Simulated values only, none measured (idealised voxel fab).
voxel gate over fins: a process module
The cross-section shown here is cut; it is 230 nm wide and divided into square cells measuring 5 nm on a side.
Each cross-section below is a grid of square cells, stated as bands in top-down order, with one or more rows of cells making up each band. Band: top and bottom heights (nm) first, top before bottom; then materials from left to right, widths in nm. "all across" marks a sole material filling the band edge to edge. "empty" denotes empty space. Height reference: 0 = level under which incoming wafer is all one material. Lowest band: no bottom, runs on downward, e.g. "0 and below". The expression "30 to 40" gives the width at the extremes of the band, the first number at its top row of cells and the second at its bottom row, with the width changing by equal amounts from each row to the next in between. When a step is marked "nothing was modified", none of the cells in the cross-section changed during that step. The label "Enclosed internal cavities" introduces a list of the empty spaces, 8 cells or larger, that have no open way up to the top; each entry in it reads width x height at distance, where the distance is taken from the left edge and all three are stated in nm. Past the settings on a step's line: simulator remark, on that step. When a step includes a mask, the "overlay nm" setting on its line states how far to the right of its planned place that mask lay, and negative values state how far to the left.

## These are the steps we planned for the process
step 1: RECEIVE,material Si
step 2: CONFORMAL_DEP,material SiN,thk nm 5
step 3: DIRECTIONAL_DEP,material aC,thk nm 15
step 4: PATTERN,tone cover,mask id FINS,material resist,width nm 15,pitch nm 45,thk nm 30,overlay nm 0
step 5: DIRECTIONAL_ETCH,etch materials aC,depth nm 15
step 6: STRIP,etch materials resist
step 7: DIRECTIONAL_ETCH,etch materials SiN,depth nm 5
step 8: DIRECTIONAL_ETCH,etch materials Si,depth nm 40
step 9: STRIP,etch materials aC
step 10: OXIDIZE,depth nm 5
step 11: FILL_DEP,material SiO2,thk nm 15
step 12: CMP,height nm 5
step 13: SELECTIVE_ETCH,etch materials SiO2,depth nm 15
step 14: STRIP,etch materials SiN
step 15: CONFORMAL_DEP,material HfO2,thk nm 5
step 16: CONFORMAL_DEP,material TiN,thk nm 5
step 17: CONFORMAL_DEP,material TiAl,thk nm 5
step 18: CONFORMAL_DEP,material TiN,thk nm 5
step 19: FILL_DEP,material W,thk nm 10
step 20: CMP,height nm 25
step 21: CONFORMAL_DEP,material SiN,thk nm 10
Variable across wafers: step 17 thk nm (plan value is that of the first wafer; starting state common to all).

## First of several wafers (as received, post step 1), cross-sectional view
* 0 and below  Si all across
* Enclosed internal cavities: none

## wafer rows; end of module; cells per material since receipt: (+) gained, (-) lost; then closed voids
thk nm 5 | +62 HfO2 | -378 Si | +92 SiN | +294 SiO2 | +62 TiAl | +124 TiN | +66 W | Enclosed internal cavities: none
thk nm 10 | +62 HfO2 | -378 Si | +92 SiN | +294 SiO2 | +124 TiAl | +112 TiN | +16 W | Enclosed internal cavities: none
thk nm 15 | +62 HfO2 | -378 Si | +92 SiN | +294 SiO2 | +174 TiAl | +72 TiN | +6 W | Enclosed internal cavities: none
thk nm 20 | +62 HfO2 | -378 Si | +92 SiN | +294 SiO2 | +184 TiAl | +68 TiN | Enclosed internal cavities: none
